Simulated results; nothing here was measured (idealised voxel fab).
Process module under the name voxel self aligned vias
Section cut is 280 nm wide and gridded with 5 nm square cells.
A cross-section in this document is a grid of square cells, and it is written down as bands, the top band listed before the ones below it; a band is made up of one or more rows of cells. Band: top and bottom heights (nm) first, top before bottom; then materials from left to right, widths in nm. "throughout" marks a sole material filling the band edge to edge. "blank" denotes empty space. Measure heights from 0. That's the level where, below it, the as-received wafer is all one material. The lowest band is bottomless and extends downward; write it as in "0 down". A two-number width, for instance "30..40", indicates that the width is equal to the first number in the top row of the band and to the second number in the bottom row, and that it changes by a constant amount per row of cells. The cross-section has no changed cell in any step marked "no modifications". Basically, "closed voids" tells you about the enclosed voids: empty spaces with no open way to the top, 8 cells or bigger, each written width x height at distance, where distance is from the left edge, all in nm. Post-settings text on a step line: simulator's own remark regarding the step. overlay nm: how far to the right of its planned place the mask lay on this masked step (negative: to the left).

Process steps - plan:
1) RECEIVE,material Si
2) CONFORMAL_DEP,material SiO2,thk nm 10
3) CONFORMAL_DEP,material SiCN,thk nm 5
4) DIRECTIONAL_DEP,material SiO2,thk nm 25
5) PATTERN,tone open,mask id LINES,material resist,width nm 25,pitch nm 60,thk nm 20,overlay nm 0
6) DIRECTIONAL_ETCH,etch materials SiO2,depth nm 25
7) STRIP,etch materials resist
8) CONFORMAL_DEP,material TiN,thk nm 5
9) FILL_DEP,material Ru,thk nm 10
10) CMP,height nm 40
11) SELECTIVE_ETCH,etch materials W Ru TiN,depth nm 10
12) FILL_DEP,material SiN,thk nm 5
13) CMP,height nm 40
14) DIRECTIONAL_DEP,material SiO2,thk nm 20
15) MASKED_ETCH,tone open,mask id VIAS,width nm 35,pitch nm 60,etch materials SiO2,depth nm 20,overlay nm 0
16) MASKED_ETCH,tone open,mask id VIAS,width nm 35,pitch nm 60,etch materials SiN,depth nm 10,overlay nm 0
17) CONFORMAL_DEP,material TiN,thk nm 5
18) FILL_DEP,material Ru,thk nm 5
19) CMP,height nm 60
20) CONFORMAL_DEP,material SiCN,thk nm 5

On the first of the two wafers: run conducted according to plan:

Delivered wafer in cross-section: state after step 1:
  0 down = Si throughout
  closed voids: none

Wafer xsec, post step 2:
  10 to 0 = SiO2 throughout
  Whatever lies below 0 is exactly as it was before.

Wafer xsec, post step 3:
  15 to 10 = SiCN throughout
  Whatever lies below 10 is exactly as it was before.

Wafer xsec, post step 4:
  40 to 15 = SiO2 throughout
  Whatever lies below 15 is exactly as it was before.

Wafer xsec, post step 5:
  60 to 40 = resist 95 | blank 25 | resist 35 | blank 25 | resist 100
  Whatever lies below 40 is exactly as it was before.

Wafer xsec, post step 6:
  60 to 40 = resist 95 | blank 25 | resist 35 | blank 25 | resist 100
  40 to 15 = SiO2 95 | blank 25 | SiO2 35 | blank 25 | SiO2 100
  Whatever lies below 15 is exactly as it was before.

Wafer xsec, post step 7:
  40 to 15 = SiO2 95 | blank 25 | SiO2 35 | blank 25 | SiO2 100
  Whatever lies below 15 is exactly as it was before.

Wafer xsec, post step 8:
  45 to 40 = TiN 100 | blank 15 | TiN 45 | blank 15 | TiN 105
  40 to 20 = SiO2 95 | TiN 5 | blank 15 | TiN 5 | SiO2 35 | TiN 5 | blank 15 | TiN 5 | SiO2 100
  20 to 15 = SiO2 95 | TiN 25 | SiO2 35 | TiN 25 | SiO2 100
  Whatever lies below 15 is exactly as it was before.

Wafer xsec, post step 9:
  55 to 45 = Ru throughout
  45 to 40 = TiN 100 | Ru 15 | TiN 45 | Ru 15 | TiN 105
  40 to 20 = SiO2 95 | TiN 5 | Ru 15 | TiN 5 | SiO2 35 | TiN 5 | Ru 15 | TiN 5 | SiO2 100
  Whatever lies below 20 is exactly as it was before.

Wafer xsec, post step 10:
  40 to 20 = SiO2 95 | TiN 5 | Ru 15 | TiN 5 | SiO2 35 | TiN 5 | Ru 15 | TiN 5 | SiO2 100
  Whatever lies below 20 is exactly as it was before.

Wafer xsec, post step 11:
  40 to 30 = SiO2 95 | blank 25 | SiO2 35 | blank 25 | SiO2 100
  Whatever lies below 30 is exactly as it was before.

Wafer xsec, post step 12:
  45 to 40 = SiN throughout
  40 to 30 = SiO2 95 | SiN 25 | SiO2 35 | SiN 25 | SiO2 100
  Whatever lies below 30 is exactly as it was before.

Wafer xsec, post step 13:
  40 to 30 = SiO2 95 | SiN 25 | SiO2 35 | SiN 25 | SiO2 100
  Whatever lies below 30 is exactly as it was before.

Wafer xsec, post step 14:
  60 to 40 = SiO2 throughout
  Whatever lies below 40 is exactly as it was before.

Wafer xsec, post step 15:
  60 to 40 = SiO2 90 | blank 35 | SiO2 25 | blank 35 | SiO2 95
  Whatever lies below 40 is exactly as it was before.

Wafer xsec, post step 16:
  60 to 40 = SiO2 90 | blank 35 | SiO2 25 | blank 35 | SiO2 95
  40 to 30 = SiO2 95 | blank 25 | SiO2 35 | blank 25 | SiO2 100
  Whatever lies below 30 is exactly as it was before.

Wafer xsec, post step 17:
  65 to 60 = TiN 95 | blank 25 | TiN 35 | blank 25 | TiN 100
  60 to 45 = SiO2 90 | TiN 5 | blank 25 | TiN 5 | SiO2 25 | TiN 5 | blank 25 | TiN 5 | SiO2 95
  45 to 35 = SiO2 90..95 | TiN 10..5 | blank 15 | TiN 10..5 | SiO2 25..35 | TiN 10..5 | blank 15 | TiN 10..5 | SiO2 95..100
  35 to 30 = SiO2 95 | TiN 25 | SiO2 35 | TiN 25 | SiO2 100
  Whatever lies below 30 is exactly as it was before.

Wafer xsec, post step 18:
  70 to 65 = Ru throughout
  65 to 60 = TiN 95 | Ru 25 | TiN 35 | Ru 25 | TiN 100
  60 to 45 = SiO2 90 | TiN 5 | Ru 25 | TiN 5 | SiO2 25 | TiN 5 | Ru 25 | TiN 5 | SiO2 95
  45 to 35 = SiO2 90..95 | TiN 10..5 | Ru 15 | TiN 10..5 | SiO2 25..35 | TiN 10..5 | Ru 15 | TiN 10..5 | SiO2 95..100
  Whatever lies below 35 is exactly as it was before.

Wafer xsec, post step 19:
  60 to 45 = SiO2 90 | TiN 5 | Ru 25 | TiN 5 | SiO2 25 | TiN 5 | Ru 25 | TiN 5 | SiO2 95
  Whatever lies below 45 is exactly as it was before.

Wafer xsec, post step 20:
  65 to 60 = SiCN throughout
  Whatever lies below 60 is exactly as it was before.

Companion wafer, the second of two: same beginning, same intended sequence, one mistake in carrying it out; through step 14 inclusive it tracks the first exactly:

Look at the second wafer in cross-section at the time step 15 ought to have finished:
  60 to 40 = SiO2 85 | blank 45 | SiO2 15 | blank 45 | SiO2 90
  Whatever lies below 40 is exactly as it was before.

Look at the second wafer in cross-section at the time step 16 ought to have finished:
  60 to 40 = SiO2 85 | blank 45 | SiO2 15 | blank 45 | SiO2 90
  40 to 30 = SiO2 95 | blank 25 | SiO2 35 | blank 25 | SiO2 100
  Whatever lies below 30 is exactly as it was before.

Look at the second wafer in cross-section at the time step 17 ought to have finished:
  65 to 60 = TiN 90 | blank 35 | TiN 25 | blank 35 | TiN 95
  60 to 45 = SiO2 85 | TiN 5 | blank 35 | TiN 5 | SiO2 15 | TiN 5 | blank 35 | TiN 5 | SiO2 90
  45 to 35 = SiO2 85..95 | TiN 15..5 | blank 15 | TiN 15..5 | SiO2 15..35 | TiN 15..5 | blank 15 | TiN 15..5 | SiO2 90..100
  35 to 30 = SiO2 95 | TiN 25 | SiO2 35 | TiN 25 | SiO2 100
  Whatever lies below 30 is exactly as it was before.

Look at the second wafer in cross-section at the time step 18 ought to have finished:
  70 to 65 = Ru throughout
  65 to 60 = TiN 90 | Ru 35 | TiN 25 | Ru 35 | TiN 95
  60 to 45 = SiO2 85 | TiN 5 | Ru 35 | TiN 5 | SiO2 15 | TiN 5 | Ru 35 | TiN 5 | SiO2 90
  45 to 35 = SiO2 85..95 | TiN 15..5 | Ru 15 | TiN 15..5 | SiO2 15..35 | TiN 15..5 | Ru 15 | TiN 15..5 | SiO2 90..100
  Whatever lies below 35 is exactly as it was before.

Look at the second wafer in cross-section at the time step 19 ought to have finished:
  60 to 45 = SiO2 85 | TiN 5 | Ru 35 | TiN 5 | SiO2 15 | TiN 5 | Ru 35 | TiN 5 | SiO2 90
  Whatever lies below 45 is exactly as it was before.

Look at the second wafer in cross-section at the time step 20 ought to have finished:
  65 to 60 = SiCN throughout
  Whatever lies below 60 is exactly as it was before.
Processing error: step 15 ran with different settings than intended, the actual operation and settings being MASKED_ETCH,tone open,mask id VIAS,width nm 45,pitch nm 60,etch materials SiO2,depth nm 20,overlay nm 0
End of process, cell counts, second wafer against first, materials with more or fewer: Ru +12 | SiO2 -16 | TiN +4
